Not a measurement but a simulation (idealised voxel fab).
This section sets out a process module, namely voxel tone inversion.
Shown is cross-section cut, with a width of 280 nm and square cells of size 5 nm.
Bands, listed from the top down, are how a cross-section gets written in this document; the cross-section itself is a grid of square cells, and a band is one or more rows of them. Quick guide to a band line: top height, bottom height (nm) up front; then every material left to right with its width in nm. Only one material and it's marked "throughout"? Then it fills the band edge to edge. And "blank" just means empty space. Heads up on the height convention: 0 is the point under which the incoming wafer is all one material, and the lowest band has no bottom, it just keeps going down, like "0 down". Width "30 to 40": first value at the band's top row of cells, second value at its bottom row, equal change from row to row. The cross-section has no changed cell in any step marked "nothing was modified". "Voids lacking openings": empty spaces of 8 cells or more with no open way to the top, each given as width x height at distance, distance from the left edge, all in nm. On a step's line, text after the settings is the simulator commenting on that step. A step's line can hold "overlay nm"; with a mask on that step, the setting says how far right of the planned place the mask lay, while a negative setting says it lay to the left.
# These are the steps we planned for the process
1: RECEIVE | material Si
2: CONFORMAL_DEP | material SiCN | thk nm 10
3: DIRECTIONAL_DEP | material aC | thk nm 15
4: PATTERN | tone cover | mask id POSTS | material resist | width nm 20 | pitch nm 40 | thk nm 25 | overlay nm 0
5: DIRECTIONAL_ETCH | etch materials aC | depth nm 15
6: STRIP | etch materials resist
7: FILL_DEP | material SiO2 | thk nm 5
8: CMP | height nm 25
9: STRIP | etch materials aC
10: CONFORMAL_DEP | material TiN | thk nm 5
11: FILL_DEP | material Ru | thk nm 10
12: CMP | height nm 25
13: CONFORMAL_DEP | material SiN | thk nm 5
# The first of a set of two wafers, run to plan
# Received-state cross-section, reflecting completion of step 1
0 down: Si throughout
Voids lacking openings: none
# Cross-sectional representation of the wafer at the conclusion of step 2
10 to 0: SiCN throughout
Heights below 0 show no change.
# Cross-sectional representation of the wafer at the conclusion of step 3
25 to 10: aC throughout
Heights below 10 show no change.
# Cross-sectional representation of the wafer at the conclusion of step 4
50 to 25: blank: 70, resist: 20, blank: 20, resist: 20, blank: 20, resist: 20, blank: 20, resist: 20, blank: 70
Heights below 25 show no change.
# Cross-sectional representation of the wafer at the conclusion of step 5
35 to 25: blank: 70, resist: 20, blank: 20, resist: 20, blank: 20, resist: 20, blank: 20, resist: 20, blank: 70
25 to 10: blank: 70, aC: 20, blank: 20, aC: 20, blank: 20, aC: 20, blank: 20, aC: 20, blank: 70
Heights below 10 show no change.
# Cross-sectional representation of the wafer at the conclusion of step 6
25 to 10: blank: 70, aC: 20, blank: 20, aC: 20, blank: 20, aC: 20, blank: 20, aC: 20, blank: 70
Heights below 10 show no change.
# Cross-sectional representation of the wafer at the conclusion of step 7
30 to 25: SiO2 throughout
25 to 10: SiO2: 70, aC: 20, SiO2: 20, aC: 20, SiO2: 20, aC: 20, SiO2: 20, aC: 20, SiO2: 70
Heights below 10 show no change.
# Cross-sectional representation of the wafer at the conclusion of step 8
25 to 10: SiO2: 70, aC: 20, SiO2: 20, aC: 20, SiO2: 20, aC: 20, SiO2: 20, aC: 20, SiO2: 70
Heights below 10 show no change.
# Cross-sectional representation of the wafer at the conclusion of step 9
25 to 10: SiO2: 70, blank: 20, SiO2: 20, blank: 20, SiO2: 20, blank: 20, SiO2: 20, blank: 20, SiO2: 70
Heights below 10 show no change.
# Cross-sectional representation of the wafer at the conclusion of step 10
30 to 25: TiN: 75, blank: 10, TiN: 30, blank: 10, TiN: 30, blank: 10, TiN: 30, blank: 10, TiN: 75
25 to 15: SiO2: 70, TiN: 5, blank: 10, TiN: 5, SiO2: 20, TiN: 5, blank: 10, TiN: 5, SiO2: 20, TiN: 5, blank: 10, TiN: 5, SiO2: 20, TiN: 5, blank: 10, TiN: 5, SiO2: 70
15 to 10: SiO2: 70, TiN: 20, SiO2: 20, TiN: 20, SiO2: 20, TiN: 20, SiO2: 20, TiN: 20, SiO2: 70
Heights below 10 show no change.
# Cross-sectional representation of the wafer at the conclusion of step 11
40 to 30: Ru throughout
30 to 25: TiN: 75, Ru: 10, TiN: 30, Ru: 10, TiN: 30, Ru: 10, TiN: 30, Ru: 10, TiN: 75
25 to 15: SiO2: 70, TiN: 5, Ru: 10, TiN: 5, SiO2: 20, TiN: 5, Ru: 10, TiN: 5, SiO2: 20, TiN: 5, Ru: 10, TiN: 5, SiO2: 20, TiN: 5, Ru: 10, TiN: 5, SiO2: 70
Heights below 15 show no change.
# Cross-sectional representation of the wafer at the conclusion of step 12
25 to 15: SiO2: 70, TiN: 5, Ru: 10, TiN: 5, SiO2: 20, TiN: 5, Ru: 10, TiN: 5, SiO2: 20, TiN: 5, Ru: 10, TiN: 5, SiO2: 20, TiN: 5, Ru: 10, TiN: 5, SiO2: 70
Heights below 15 show no change.
# Cross-sectional representation of the wafer at the conclusion of step 13
30 to 25: SiN throughout
Heights below 25 show no change.
# Second wafer, same starting conditions and recipe as the first, one mistake in executing it, nothing differs from the first up to and including step 12
# Second wafer, cut view, end of step 13 per plan
40 to 25: SiN throughout
Heights below 25 show no change.
The mistake made against the process plan was this: step 13 ran with different settings than intended, the actual operation and settings being CONFORMAL_DEP | material SiN | thk nm 15
Final difference in cells, second wafer against first, listed per material as more or fewer: SiN: 112 more
